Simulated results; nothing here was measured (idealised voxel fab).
process module | voxel transistor to metal
cross-section cut | 195 nm wide | cells 5 nm
A cross-section is a grid of square cells, given in bands from the top down. A band is one or more rows of cells.
Each band's line starts with the height of the band's top and of its bottom, in nm. Then come its materials from left to right, each with its width in nm. One material with "throughout" fills the band from edge to edge. "air" is empty space.
Height 0 is the level under which the wafer as received is all one material. The lowest band goes on downwards, as in "0 down".
A width such as "30 to 40" changes by the same amount from each row of cells to the next, from the band's top row to its bottom row.
"no change" after a step means that no cell of the cross-section changed.
closed voids: empty space of 8 cells or more with no open way to the top, each as width x height at its distance from the left edge, in nm
after a step's settings: what the simulator itself notes on the step
overlay nm, on a step with a mask: how far to the right of its planned place the mask lay; to the left if negative
plan
1 op RECEIVE | material Si
2 op CONFORMAL_DEP | material SiO2 | thk nm 5
3 op CONFORMAL_DEP | material SiN | thk nm 10
4 op DIRECTIONAL_DEP | material aC | thk nm 15
5 op PATTERN | tone cover | mask id ACTIVE | material resist | width nm 105 | thk nm 35 | overlay nm 0
6 op DIRECTIONAL_ETCH | etch materials aC | depth nm 15
7 op STRIP | etch materials resist
8 op DIRECTIONAL_ETCH | etch materials SiN | depth nm 10
9 op DIRECTIONAL_ETCH | etch materials SiO2 | depth nm 5
10 op DIRECTIONAL_ETCH | etch materials Si | depth nm 25
11 op STRIP | etch materials aC
12 op OXIDIZE | depth nm 5
13 op FILL_DEP | material SiO2 | thk nm 10
14 op CMP | height nm 15
15 op SELECTIVE_ETCH | etch materials SiO2 | depth nm 5
16 op STRIP | etch materials SiN
17 op SELECTIVE_ETCH | etch materials SiO2 | depth nm 5
18 op OXIDIZE | depth nm 5
19 op DIRECTIONAL_DEP | material polySi | thk nm 20
20 op DIRECTIONAL_DEP | material SiCN | thk nm 15
21 op DIRECTIONAL_DEP | material aC | thk nm 10
22 op PATTERN | tone cover | mask id GATE | material resist | width nm 25 | thk nm 30 | overlay nm 0
23 op DIRECTIONAL_ETCH | etch materials aC | depth nm 10
24 op STRIP | etch materials resist
25 op DIRECTIONAL_ETCH | etch materials SiCN | depth nm 25
26 op DIRECTIONAL_ETCH | etch materials polySi | depth nm 30
27 op STRIP | etch materials aC
28 op CONFORMAL_DEP | material SiN | thk nm 5
29 op DIRECTIONAL_ETCH | etch materials SiN | depth nm 5
30 op DIRECTIONAL_ETCH | etch materials SiO2 | depth nm 5
31 op DIRECTIONAL_ETCH | etch materials Si | depth nm 10
32 op EPI | material SiGe | thk nm 15
33 op FILL_DEP | material SiO2 | thk nm 10
34 op CMP | height nm 20
35 op STRIP | etch materials polySi
36 op SELECTIVE_ETCH | etch materials SiO2 | depth nm 5
37 op CONFORMAL_DEP | material HfO2 | thk nm 5
38 op CONFORMAL_DEP | material TiN | thk nm 5
39 op FILL_DEP | material W | thk nm 10
40 op CMP | height nm 15
41 op DIRECTIONAL_DEP | material SiO2 | thk nm 5
42 op MASKED_ETCH | tone open | mask id CONTACT | width nm 15 | pitch nm 80 | etch materials SiO2 | depth nm 25 | overlay nm 0
43 op CONFORMAL_DEP | material TiN | thk nm 5
44 op FILL_DEP | material W | thk nm 5
45 op CMP | height nm 25
46 op DIRECTIONAL_DEP | material TiN | thk nm 5
47 op DIRECTIONAL_DEP | material W | thk nm 15
48 op DIRECTIONAL_DEP | material aC | thk nm 15
49 op PATTERN | tone cover | mask id METAL_1 | material resist | width nm 15 | pitch nm 80 | thk nm 35 | overlay nm 0
50 op DIRECTIONAL_ETCH | etch materials aC | depth nm 15
51 op STRIP | etch materials resist
52 op DIRECTIONAL_ETCH | etch materials W | depth nm 15
53 op DIRECTIONAL_ETCH | etch materials TiN | depth nm 5
54 op STRIP | etch materials aC
55 op FILL_DEP | material SiO2 | thk nm 10
56 op CMP | height nm 45
57 op CONFORMAL_DEP | material SiCN | thk nm 5
58 op DIRECTIONAL_DEP | material SiO2 | thk nm 30
59 op DIRECTIONAL_DEP | material aC | thk nm 15
60 op PATTERN | tone open | mask id METAL_2 | material resist | width nm 15 | pitch nm 80 | thk nm 35 | overlay nm 0
61 op DIRECTIONAL_ETCH | etch materials aC | depth nm 15
62 op STRIP | etch materials resist
63 op DIRECTIONAL_ETCH | etch materials SiO2 | depth nm 20
64 op STRIP | etch materials aC
65 op PATTERN | tone open | mask id METAL_2_HOLES | material resist | width nm 15 | pitch nm 80 | thk nm 15 | overlay nm 0
66 op DIRECTIONAL_ETCH | etch materials SiO2 | depth nm 10
67 op DIRECTIONAL_ETCH | etch materials SiCN | depth nm 5
68 op STRIP | etch materials resist
69 op CONFORMAL_DEP | material TiN | thk nm 5
70 op FILL_DEP | material Ru | thk nm 10
71 op CMP | height nm 80
72 op CONFORMAL_DEP | material SiCN | thk nm 5
varied across the wafers: thk nm of step 41. The plan shows the first wafer's value. All wafers start alike
first wafer as received, after step 1
  0 down: Si throughout
  closed voids: none
first wafer at the end, after step 72
  85 to 80: SiCN throughout
  80 to 50: SiO2 50 | TiN 5 | Ru 5 | TiN 5 | SiO2 65 | TiN 5 | Ru 5 | TiN 5 | SiO2 50
  50 to 45: SiCN 50 | TiN 15 | SiCN 65 | TiN 15 | SiCN 50
  45 to 30: SiO2 50 | W 15 | SiO2 65 | W 15 | SiO2 50
  30 to 25: SiO2 50 | TiN 15 | SiO2 65 | TiN 15 | SiO2 50
  25 to 20: TiN 55 | W 5 | TiN 75 | W 5 | TiN 55
  20 to 15: SiO2 50 | TiN 5 | W 5 | TiN 5 | SiO2 65 | TiN 5 | W 5 | TiN 5 | SiO2 50
  15 to 10: SiO2 50 | TiN 5 | W 5 | TiN 5 | SiO2 15 | SiN 5 | HfO2 5 | TiN 5 | W 5 | TiN 5 | HfO2 5 | SiN 5 | SiO2 15 | TiN 5 | W 5 | TiN 5 | SiO2 50
  10 to 5: SiO2 50 | TiN 5 | W 5 | TiN 5 | SiGe 15 | SiN 5 | HfO2 5 | TiN 5 | W 5 | TiN 5 | HfO2 5 | SiN 5 | SiGe 15 | TiN 5 | W 5 | TiN 5 | SiO2 50
  5 to 0: SiO2 40 | SiN 5 | SiO2 5 | TiN 15 | SiGe 15 | SiN 5 | HfO2 5 | TiN 15 | HfO2 5 | SiN 5 | SiGe 15 | TiN 15 | SiO2 5 | SiN 5 | SiO2 40
  0 to -5: SiO2 45 | SiGe 35 | HfO2 35 | SiGe 35 | SiO2 45
  -5 to -15: SiO2 50 | SiGe 30 | Si 35 | SiGe 30 | SiO2 50
  -15 to -30: SiO2 50 | Si 95 | SiO2 50
  -30 down: Si throughout
  closed voids: none
last wafer at the end
  85 to 80: SiCN throughout
  80 to 50: SiO2 50 | TiN 5 | Ru 5 | TiN 5 | SiO2 65 | TiN 5 | Ru 5 | TiN 5 | SiO2 50
  50 to 45: SiCN 50 | TiN 15 | SiCN 65 | TiN 15 | SiCN 50
  45 to 30: SiO2 50 | W 15 | SiO2 65 | W 15 | SiO2 50
  30 to 25: SiO2 50 | TiN 15 | SiO2 65 | TiN 15 | SiO2 50
  25 to 20: SiO2 50 | TiN 5 | W 5 | TiN 5 | SiO2 65 | TiN 5 | W 5 | TiN 5 | SiO2 50
  20 to 15: SiO2 50 | TiN 15 | SiO2 65 | TiN 15 | SiO2 50
  15 to 10: SiO2 80 | SiN 5 | HfO2 5 | TiN 5 | W 5 | TiN 5 | HfO2 5 | SiN 5 | SiO2 80
  10 to 5: SiO2 65 | SiGe 15 | SiN 5 | HfO2 5 | TiN 5 | W 5 | TiN 5 | HfO2 5 | SiN 5 | SiGe 15 | SiO2 65
  5 to 0: SiO2 40 | SiN 5 | SiO2 20 | SiGe 15 | SiN 5 | HfO2 5 | TiN 15 | HfO2 5 | SiN 5 | SiGe 15 | SiO2 20 | SiN 5 | SiO2 40
  0 to -5: SiO2 45 | SiGe 35 | HfO2 35 | SiGe 35 | SiO2 45
  -5 to -15: SiO2 50 | SiGe 30 | Si 35 | SiGe 30 | SiO2 50
  -15 to -30: SiO2 50 | Si 95 | SiO2 50
  -30 down: Si throughout
  closed voids: none
each wafer at the end: cells of each material gained (+) or lost (-) since it was received, then its closed voids
thk nm 5 | +13 HfO2 | +12 Ru | -163 Si | +72 SiCN | +50 SiGe | +8 SiN | +545 SiO2 | +98 TiN | +28 W | closed voids: none
thk nm 10 | +13 HfO2 | +12 Ru | -163 Si | +72 SiCN | +50 SiGe | +8 SiN | +578 SiO2 | +65 TiN | +28 W | closed voids: none
thk nm 15 | +13 HfO2 | +12 Ru | -163 Si | +72 SiCN | +50 SiGe | +8 SiN | +584 SiO2 | +61 TiN | +26 W | closed voids: none
thk nm 20 | +13 HfO2 | +12 Ru | -163 Si | +72 SiCN | +50 SiGe | +8 SiN | +590 SiO2 | +57 TiN | +24 W | closed voids: none
thk nm 25 | +13 HfO2 | +12 Ru | -163 Si | +72 SiCN | +50 SiGe | +8 SiN | +596 SiO2 | +53 TiN | +22 W | closed voids: none
